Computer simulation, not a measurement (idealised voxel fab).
process module | voxel spacer lines
cross-section cut | 280 nm wide | cells 5 nm
A cross-section is a grid of square cells, given in bands from the top down. A band is one or more rows of cells.
Each band's line starts with the height of the band's top and of its bottom, in nm. Then come its materials from left to right, each with its width in nm. One material with "throughout" fills the band from edge to edge. "air" is empty space.
Height 0 is the level under which the wafer as received is all one material. The lowest band goes on downwards, as in "0 down".
A width such as "30 to 40" changes by the same amount from each row of cells to the next, from the band's top row to its bottom row.
"no change" after a step means that no cell of the cross-section changed.
closed voids: empty space of 8 cells or more with no open way to the top, each as width x height at its distance from the left edge, in nm
after a step's settings: what the simulator itself notes on the step
overlay nm, on a step with a mask: how far to the right of its planned place the mask lay; to the left if negative
plan
1 op RECEIVE | material Si
2 op CONFORMAL_DEP | material Al2O3 | thk nm 5
3 op DIRECTIONAL_DEP | material SiN | thk nm 15
4 op DIRECTIONAL_DEP | material polySi | thk nm 25
5 op PATTERN | tone cover | mask id MANDREL | material resist | width nm 25 | pitch nm 70 | thk nm 30 | overlay nm 0
6 op DIRECTIONAL_ETCH | etch materials polySi | depth nm 25
7 op STRIP | etch materials resist
8 op CONFORMAL_DEP | material SiO2 | thk nm 10
9 op DIRECTIONAL_ETCH | etch materials SiO2 | depth nm 10
10 op STRIP | etch materials polySi
11 op DIRECTIONAL_ETCH | etch materials SiN | depth nm 15
12 op STRIP | etch materials SiO2
first wafer, as planned
as received, after step 1
  0 down: Si throughout
  closed voids: none
after step 2
  5 to 0: Al2O3 throughout
  below 0: unchanged
after step 3
  20 to 5: SiN throughout
  below 5: unchanged
after step 4
  45 to 20: polySi throughout
  below 20: unchanged
after step 5
  75 to 45: air 55 | resist 25 | air 45 | resist 25 | air 45 | resist 25 | air 60
  below 45: unchanged
after step 6
  75 to 45: air 55 | resist 25 | air 45 | resist 25 | air 45 | resist 25 | air 60
  45 to 20: air 55 | polySi 25 | air 45 | polySi 25 | air 45 | polySi 25 | air 60
  below 20: unchanged
after step 7
  45 to 20: air 55 | polySi 25 | air 45 | polySi 25 | air 45 | polySi 25 | air 60
  below 20: unchanged
after step 8
  55 to 45: air 45 | SiO2 45 | air 25 | SiO2 45 | air 25 | SiO2 45 | air 50
  45 to 30: air 45 | SiO2 10 | polySi 25 | SiO2 10 | air 25 | SiO2 10 | polySi 25 | SiO2 10 | air 25 | SiO2 10 | polySi 25 | SiO2 10 | air 50
  30 to 20: SiO2 55 | polySi 25 | SiO2 45 | polySi 25 | SiO2 45 | polySi 25 | SiO2 60
  below 20: unchanged
after step 9
  45 to 20: air 45 | SiO2 10 | polySi 25 | SiO2 10 | air 25 | SiO2 10 | polySi 25 | SiO2 10 | air 25 | SiO2 10 | polySi 25 | SiO2 10 | air 50
  below 20: unchanged
after step 10
  45 to 20: air 45 | SiO2 10 | air 25 | SiO2 10 | air 25 | SiO2 10 | air 25 | SiO2 10 | air 25 | SiO2 10 | air 25 | SiO2 10 | air 50
  below 20: unchanged
after step 11
  45 to 20: air 45 | SiO2 10 | air 25 | SiO2 10 | air 25 | SiO2 10 | air 25 | SiO2 10 | air 25 | SiO2 10 | air 25 | SiO2 10 | air 50
  20 to 5: air 45 | SiN 10 | air 25 | SiN 10 | air 25 | SiN 10 | air 25 | SiN 10 | air 25 | SiN 10 | air 25 | SiN 10 | air 50
  below 5: unchanged
after step 12
  20 to 5: air 45 | SiN 10 | air 25 | SiN 10 | air 25 | SiN 10 | air 25 | SiN 10 | air 25 | SiN 10 | air 25 | SiN 10 | air 50
  below 5: unchanged
second wafer: like start, like plan, one mistake. Through step 4 it matches the first wafer
when step 5 should have ended
  75 to 45: air 45 | resist 25 | air 45 | resist 25 | air 45 | resist 25 | air 70
  below 45: unchanged
when step 6 should have ended
  75 to 45: air 45 | resist 25 | air 45 | resist 25 | air 45 | resist 25 | air 70
  45 to 20: air 45 | polySi 25 | air 45 | polySi 25 | air 45 | polySi 25 | air 70
  below 20: unchanged
when step 7 should have ended
  45 to 20: air 45 | polySi 25 | air 45 | polySi 25 | air 45 | polySi 25 | air 70
  below 20: unchanged
when step 8 should have ended
  55 to 45: air 35 | SiO2 45 | air 25 | SiO2 45 | air 25 | SiO2 45 | air 60
  45 to 30: air 35 | SiO2 10 | polySi 25 | SiO2 10 | air 25 | SiO2 10 | polySi 25 | SiO2 10 | air 25 | SiO2 10 | polySi 25 | SiO2 10 | air 60
  30 to 20: SiO2 45 | polySi 25 | SiO2 45 | polySi 25 | SiO2 45 | polySi 25 | SiO2 70
  below 20: unchanged
when step 9 should have ended
  45 to 20: air 35 | SiO2 10 | polySi 25 | SiO2 10 | air 25 | SiO2 10 | polySi 25 | SiO2 10 | air 25 | SiO2 10 | polySi 25 | SiO2 10 | air 60
  below 20: unchanged
when step 10 should have ended
  45 to 20: air 35 | SiO2 10 | air 25 | SiO2 10 | air 25 | SiO2 10 | air 25 | SiO2 10 | air 25 | SiO2 10 | air 25 | SiO2 10 | air 60
  below 20: unchanged
when step 11 should have ended
  45 to 20: air 35 | SiO2 10 | air 25 | SiO2 10 | air 25 | SiO2 10 | air 25 | SiO2 10 | air 25 | SiO2 10 | air 25 | SiO2 10 | air 60
  20 to 5: air 35 | SiN 10 | air 25 | SiN 10 | air 25 | SiN 10 | air 25 | SiN 10 | air 25 | SiN 10 | air 25 | SiN 10 | air 60
  below 5: unchanged
when step 12 should have ended
  20 to 5: air 35 | SiN 10 | air 25 | SiN 10 | air 25 | SiN 10 | air 25 | SiN 10 | air 25 | SiN 10 | air 25 | SiN 10 | air 60
  below 5: unchanged
what went wrong: step 5 ran as: op PATTERN | tone cover | mask id MANDREL | material resist | width nm 25 | pitch nm 70 | thk nm 30 | overlay nm -10
at the end the second wafer has, in cells: as many of each material as the first, in other places
